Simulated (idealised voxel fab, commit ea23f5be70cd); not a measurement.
Proc. module: voxel wiring stack
FYI the section here is cut, 190 nm wide, cells are 5 nm squares.
In what follows, cross-sections appear as grids of square cells, described through bands that run from the top down, where every band is one or more rows of cells. Read a band's entry like this: the first values are the height of its top and the height of its bottom in nm, and what follows is the sequence of materials from left to right, each with its width in nm. Note that "air" is empty space, and that a single material marked "everywhere" reaches across the band from edge to edge. Height 0 is the level under which the wafer as received is all one material. The lowest band goes on downwards, as in "top 0, no bottom". So if you see something like "30 to 40" for the width, read it as the top row of the band sitting at the first number and the bottom row at the second, with every row in between moving by the same amount as the last. "nothing changed" -> step changed no cross-section cell. "Enclosed internal cavities": empty spaces of 8 cells or more with no open way to the top, each given as width x height at distance, distance from the left edge, all in nm. Read whatever lies past the settings on a step's line as the simulator's own remark about the step. If you see "overlay nm" on a step's line and that step has a mask, it's telling you how far right of where it was planned the mask ended up; a negative number means it went left instead.
The steps planned for the process are as follows
1. RECEIVE,material Si
2. CONFORMAL_DEP,material SiO2,thk nm 10
3. CONFORMAL_DEP,material SiN,thk nm 5
4. DIRECTIONAL_DEP,material lowk,thk nm 15
5. DIRECTIONAL_DEP,material aC,thk nm 10
6. PATTERN,tone open,mask id METAL_1,material resist,width nm 25,pitch nm 50,thk nm 30,overlay nm 0
7. DIRECTIONAL_ETCH,etch materials aC,depth nm 10
8. STRIP,etch materials resist
9. DIRECTIONAL_ETCH,etch materials lowk,depth nm 15
10. DIRECTIONAL_ETCH,etch materials SiN,depth nm 5
11. STRIP,etch materials aC
12. CONFORMAL_DEP,material TiN,thk nm 5
13. FILL_DEP,material Cu,thk nm 5
14. CMP,height nm 30
15. EPI,material Ru,thk nm 5
16. FILL_DEP,material SiCN,thk nm 5
17. DIRECTIONAL_DEP,material SiO2,thk nm 25
18. DIRECTIONAL_DEP,material aC,thk nm 15
19. PATTERN,tone open,mask id METAL_2,material resist,width nm 25,pitch nm 50,thk nm 30,overlay nm 0
20. DIRECTIONAL_ETCH,etch materials aC,depth nm 15
21. STRIP,etch materials resist
22. DIRECTIONAL_ETCH,etch materials SiO2,depth nm 15
23. STRIP,etch materials aC
24. MASKED_ETCH,tone open,mask id METAL_2_HOLES,width nm 15,etch materials SiO2,depth nm 10,overlay nm 0
25. MASKED_ETCH,tone open,mask id METAL_2_HOLES,width nm 15,etch materials SiCN,depth nm 5,overlay nm 0
26. CONFORMAL_DEP,material TiN,thk nm 5
27. FILL_DEP,material Cu,thk nm 5
28. CMP,height nm 65
29. CONFORMAL_DEP,material SiCN,thk nm 5
The first wafer of two, processed as planned
Wafer as received: cross-section following step 1
top 0, no bottom | Si everywhere
Enclosed internal cavities: none
Sectional view: wafer, after step 2
top 10, bottom 0 | SiO2 everywhere
Below 0 it's all the same as before, nothing changed down there.
Sectional view: wafer, after step 3
top 15, bottom 10 | SiN everywhere
Below 10 it's all the same as before, nothing changed down there.
Sectional view: wafer, after step 4
top 30, bottom 15 | lowk everywhere
Below 15 it's all the same as before, nothing changed down there.
Sectional view: wafer, after step 5
top 40, bottom 30 | aC everywhere
Below 30 it's all the same as before, nothing changed down there.
Sectional view: wafer, after step 6
top 70, bottom 40 | 55 of resist / 25 of air / 25 of resist / 25 of air / 60 of resist
Below 40 it's all the same as before, nothing changed down there.
Sectional view: wafer, after step 7
top 60, bottom 40 | 55 of resist / 25 of air / 25 of resist / 25 of air / 60 of resist
top 40, bottom 30 | 55 of aC / 25 of air / 25 of aC / 25 of air / 60 of aC
Below 30 it's all the same as before, nothing changed down there.
Sectional view: wafer, after step 8
top 40, bottom 30 | 55 of aC / 25 of air / 25 of aC / 25 of air / 60 of aC
Below 30 it's all the same as before, nothing changed down there.
Sectional view: wafer, after step 9
top 40, bottom 30 | 55 of aC / 25 of air / 25 of aC / 25 of air / 60 of aC
top 30, bottom 15 | 55 of lowk / 25 of air / 25 of lowk / 25 of air / 60 of lowk
Below 15 it's all the same as before, nothing changed down there.
Sectional view: wafer, after step 10
top 40, bottom 30 | 55 of aC / 25 of air / 25 of aC / 25 of air / 60 of aC
top 30, bottom 15 | 55 of lowk / 25 of air / 25 of lowk / 25 of air / 60 of lowk
top 15, bottom 10 | 55 of SiN / 25 of air / 25 of SiN / 25 of air / 60 of SiN
Below 10 it's all the same as before, nothing changed down there.
Sectional view: wafer, after step 11
top 30, bottom 15 | 55 of lowk / 25 of air / 25 of lowk / 25 of air / 60 of lowk
Below 15 it's all the same as before, nothing changed down there.
Sectional view: wafer, after step 12
top 35, bottom 30 | 60 of TiN / 15 of air / 35 of TiN / 15 of air / 65 of TiN
top 30, bottom 15 | 55 of lowk / 5 of TiN / 15 of air / 5 of TiN / 25 of lowk / 5 of TiN / 15 of air / 5 of TiN / 60 of lowk
top 15, bottom 10 | 55 of SiN / 25 of TiN / 25 of SiN / 25 of TiN / 60 of SiN
Below 10 it's all the same as before, nothing changed down there.
Sectional view: wafer, after step 13
top 40, bottom 35 | Cu everywhere
top 35, bottom 30 | 60 of TiN / 15 of Cu / 35 of TiN / 15 of Cu / 65 of TiN
top 30, bottom 15 | 55 of lowk / 5 of TiN / 15 of Cu / 5 of TiN / 25 of lowk / 5 of TiN / 15 of Cu / 5 of TiN / 60 of lowk
Below 15 it's all the same as before, nothing changed down there.
Sectional view: wafer, after step 14
top 30, bottom 15 | 55 of lowk / 5 of TiN / 15 of Cu / 5 of TiN / 25 of lowk / 5 of TiN / 15 of Cu / 5 of TiN / 60 of lowk
Below 15 it's all the same as before, nothing changed down there.
Sectional view: wafer, after step 15
top 35, bottom 30 | 50 of air / 35 of Ru / 15 of air / 35 of Ru / 55 of air
Below 30 it's all the same as before, nothing changed down there.
Sectional view: wafer, after step 16
top 40, bottom 35 | SiCN everywhere
top 35, bottom 30 | 50 of SiCN / 35 of Ru / 15 of SiCN / 35 of Ru / 55 of SiCN
Below 30 it's all the same as before, nothing changed down there.
Sectional view: wafer, after step 17
top 65, bottom 40 | SiO2 everywhere
Below 40 it's all the same as before, nothing changed down there.
Sectional view: wafer, after step 18
top 80, bottom 65 | aC everywhere
Below 65 it's all the same as before, nothing changed down there.
Sectional view: wafer, after step 19
top 110, bottom 80 | 55 of resist / 25 of air / 25 of resist / 25 of air / 60 of resist
Below 80 it's all the same as before, nothing changed down there.
Sectional view: wafer, after step 20
top 95, bottom 80 | 55 of resist / 25 of air / 25 of resist / 25 of air / 60 of resist
top 80, bottom 65 | 55 of aC / 25 of air / 25 of aC / 25 of air / 60 of aC
Below 65 it's all the same as before, nothing changed down there.
Sectional view: wafer, after step 21
top 80, bottom 65 | 55 of aC / 25 of air / 25 of aC / 25 of air / 60 of aC
Below 65 it's all the same as before, nothing changed down there.
Sectional view: wafer, after step 22
top 80, bottom 65 | 55 of aC / 25 of air / 25 of aC / 25 of air / 60 of aC
top 65, bottom 50 | 55 of SiO2 / 25 of air / 25 of SiO2 / 25 of air / 60 of SiO2
Below 50 it's all the same as before, nothing changed down there.
Sectional view: wafer, after step 23
top 65, bottom 50 | 55 of SiO2 / 25 of air / 25 of SiO2 / 25 of air / 60 of SiO2
Below 50 it's all the same as before, nothing changed down there.
Sectional view: wafer, after step 24
top 65, bottom 50 | 55 of SiO2 / 25 of air / 25 of SiO2 / 25 of air / 60 of SiO2
top 50, bottom 40 | 55 of SiO2 / 15 of air / 120 of SiO2
Below 40 it's all the same as before, nothing changed down there.
Sectional view: wafer, after step 25
top 65, bottom 50 | 55 of SiO2 / 25 of air / 25 of SiO2 / 25 of air / 60 of SiO2
top 50, bottom 40 | 55 of SiO2 / 15 of air / 120 of SiO2
top 40, bottom 35 | 55 of SiCN / 15 of air / 120 of SiCN
Below 35 it's all the same as before, nothing changed down there.
Sectional view: wafer, after step 26
top 70, bottom 65 | 60 of TiN / 15 of air / 35 of TiN / 15 of air / 65 of TiN
top 65, bottom 55 | 55 of SiO2 / 5 of TiN / 15 of air / 5 of TiN / 25 of SiO2 / 5 of TiN / 15 of air / 5 of TiN / 60 of SiO2
top 55, bottom 50 | 55 of SiO2 / 5 of TiN / 5 of air / 15 of TiN / 25 of SiO2 / 25 of TiN / 60 of SiO2
top 50, bottom 40 | 55 of SiO2 / 5 of TiN / 5 of air / 5 of TiN / 120 of SiO2
top 40, bottom 35 | 55 of SiCN / 15 of TiN / 120 of SiCN
Below 35 it's all the same as before, nothing changed down there.
Sectional view: wafer, after step 27
top 75, bottom 70 | Cu everywhere
top 70, bottom 65 | 60 of TiN / 15 of Cu / 35 of TiN / 15 of Cu / 65 of TiN
top 65, bottom 55 | 55 of SiO2 / 5 of TiN / 15 of Cu / 5 of TiN / 25 of SiO2 / 5 of TiN / 15 of Cu / 5 of TiN / 60 of SiO2
top 55, bottom 50 | 55 of SiO2 / 5 of TiN / 5 of Cu / 15 of TiN / 25 of SiO2 / 25 of TiN / 60 of SiO2
top 50, bottom 40 | 55 of SiO2 / 5 of TiN / 5 of Cu / 5 of TiN / 120 of SiO2
Below 40 it's all the same as before, nothing changed down there.
Sectional view: wafer, after step 28
top 65, bottom 55 | 55 of SiO2 / 5 of TiN / 15 of Cu / 5 of TiN / 25 of SiO2 / 5 of TiN / 15 of Cu / 5 of TiN / 60 of SiO2
Below 55 it's all the same as before, nothing changed down there.
Sectional view: wafer, after step 29
top 70, bottom 65 | SiCN everywhere
Below 65 it's all the same as before, nothing changed down there.
Okay, second wafer. Nothing different at the start, nothing different in the plan, just one mistake somewhere in the running. As far as step 23, counting that step, it's the first wafer all over again
Second wafer, section view, time point: scheduled end of step 24
top 65, bottom 50 | 55 of SiO2 / 25 of air / 25 of SiO2 / 25 of air / 60 of SiO2
top 50, bottom 40 | 60 of SiO2 / 15 of air / 115 of SiO2
Below 40 it's all the same as before, nothing changed down there.
Second wafer, section view, time point: scheduled end of step 25
top 65, bottom 50 | 55 of SiO2 / 25 of air / 25 of SiO2 / 25 of air / 60 of SiO2
top 50, bottom 40 | 60 of SiO2 / 15 of air / 115 of SiO2
top 40, bottom 35 | 60 of SiCN / 10 of air / 120 of SiCN
Below 35 it's all the same as before, nothing changed down there.
Second wafer, section view, time point: scheduled end of step 26
top 70, bottom 65 | 60 of TiN / 15 of air / 35 of TiN / 15 of air / 65 of TiN
top 65, bottom 55 | 55 of SiO2 / 5 of TiN / 15 of air / 5 of TiN / 25 of SiO2 / 5 of TiN / 15 of air / 5 of TiN / 60 of SiO2
top 55, bottom 50 | 55 of SiO2 / 10 of TiN / 5 of air / 10 of TiN / 25 of SiO2 / 25 of TiN / 60 of SiO2
top 50, bottom 45 | 60 of SiO2 / 5 of TiN / 5 of air / 5 of TiN / 115 of SiO2
top 45, bottom 40 | 60 of SiO2 / 15 of TiN / 115 of SiO2
top 40, bottom 35 | 60 of SiCN / 10 of TiN / 120 of SiCN
Below 35 it's all the same as before, nothing changed down there.
Second wafer, section view, time point: scheduled end of step 27
top 75, bottom 70 | Cu everywhere
top 70, bottom 65 | 60 of TiN / 15 of Cu / 35 of TiN / 15 of Cu / 65 of TiN
top 65, bottom 55 | 55 of SiO2 / 5 of TiN / 15 of Cu / 5 of TiN / 25 of SiO2 / 5 of TiN / 15 of Cu / 5 of TiN / 60 of SiO2
top 55, bottom 50 | 55 of SiO2 / 10 of TiN / 5 of Cu / 10 of TiN / 25 of SiO2 / 25 of TiN / 60 of SiO2
top 50, bottom 45 | 60 of SiO2 / 5 of TiN / 5 of Cu / 5 of TiN / 115 of SiO2
Below 45 it's all the same as before, nothing changed down there.
Second wafer, section view, time point: scheduled end of step 28
top 65, bottom 55 | 55 of SiO2 / 5 of TiN / 15 of Cu / 5 of TiN / 25 of SiO2 / 5 of TiN / 15 of Cu / 5 of TiN / 60 of SiO2
Below 55 it's all the same as before, nothing changed down there.
Second wafer, section view, time point: scheduled end of step 29
top 70, bottom 65 | SiCN everywhere
Below 65 it's all the same as before, nothing changed down there.
Here's what went sideways: not per plan at step 24, really ran MASKED_ETCH,tone open,mask id METAL_2_HOLES,width nm 15,etch materials SiO2,depth nm 10,overlay nm 5
Wafer comparison, final, in cells, second relative to first, materials more or fewer: -1 Cu | +1 SiCN
